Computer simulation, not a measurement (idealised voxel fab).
Process module heading - voxel lift off
Cross-section cut spans 190 nm and uses square cells 5 nm in size.
We lay out every cross-section as a grid of square cells and spell it out in bands from the top down, where one band means one or more rows of cells.
Basically the band line says how high the top is and how high the bottom is, in nm, and then what's in it from left to right, every material with its width in nm. Empty space shows up as "blank", and if a single material carries "edge to edge" it runs the full band edge to edge.
The level at which height equals 0 is the one under which the wafer, as it arrives, is entirely one material. No lower edge exists for the bottom band, which continues downward and is notated as in "z 0 and below".
The two numbers in a width such as "30 to 40" mark its ends across the band: the first belongs to the top row of cells, the second to the bottom row, and from each row to the next the width moves by the same amount.
"no modification" for a step: no cell of the cross-section changed in that step.
Basically, "Closed internal voids" tells you about the enclosed voids: empty spaces with no open way to the top, 8 cells or bigger, each written width x height at distance, where distance is from the left edge, all in nm.
It should be noted that, on the line of a given step, the content following the step's settings is a remark produced by the simulator itself with respect to that step.
The optional step-line setting "overlay nm" applies to steps with a mask and quantifies how far to the right of its planned location the mask lay, a negative value indicating leftward placement.
# Steps planned for the process
1,RECEIVE | material Si
2,CONFORMAL_DEP | material Al2O3 | thk nm 5
3,PATTERN | tone open | mask id LINES | material resist | width nm 30 | pitch nm 55 | thk nm 20 | overlay nm 0
4,DIRECTIONAL_DEP | material Ru | thk nm 10
5,STRIP | etch materials resist
6,CONFORMAL_DEP | material SiCN | thk nm 5
# Cross-section of the wafer as it came to us, i.e., already through step 1
> z 0 and below | Si edge to edge
> Closed internal voids: none
# Cross-section taken at module completion on the first of two wafers; processed per the plan
> z 20 to 15 | 45 blank  40 SiCN  15 blank  40 SiCN  50 blank
> z 15 to 10 | 45 blank  5 SiCN  30 Ru  5 SiCN  15 blank  5 SiCN  30 Ru  5 SiCN  50 blank
> z 10 to 5 | 50 SiCN  30 Ru  25 SiCN  30 Ru  55 SiCN
> z 5 to 0 | Al2O3 edge to edge
> z 0 and below | Si edge to edge
> Closed internal voids: none
# Here is the second of the two wafers cut open at the end of the module - same start, same plan as the first one, but we made one mistake running it
> z 30 to 25 | 45 blank  40 SiCN  15 blank  40 SiCN  50 blank
> z 25 to 20 | 45 blank  5 SiCN  30 Ru  5 SiCN  15 blank  5 SiCN  30 Ru  5 SiCN  50 blank
> z 20 to 15 | 50 SiCN  30 Ru  25 SiCN  30 Ru  55 SiCN
> z 15 to 0 | Al2O3 edge to edge
> z 0 and below | Si edge to edge
> Closed internal voids: none
It is concluded that the wafer was processed incorrectly with respect to the plan, in that step 2 ran as: CONFORMAL_DEP | material Al2O3 | thk nm 15
Final comparison by cell count, materials where the second wafer has more or fewer than the first: +76 Al2O3
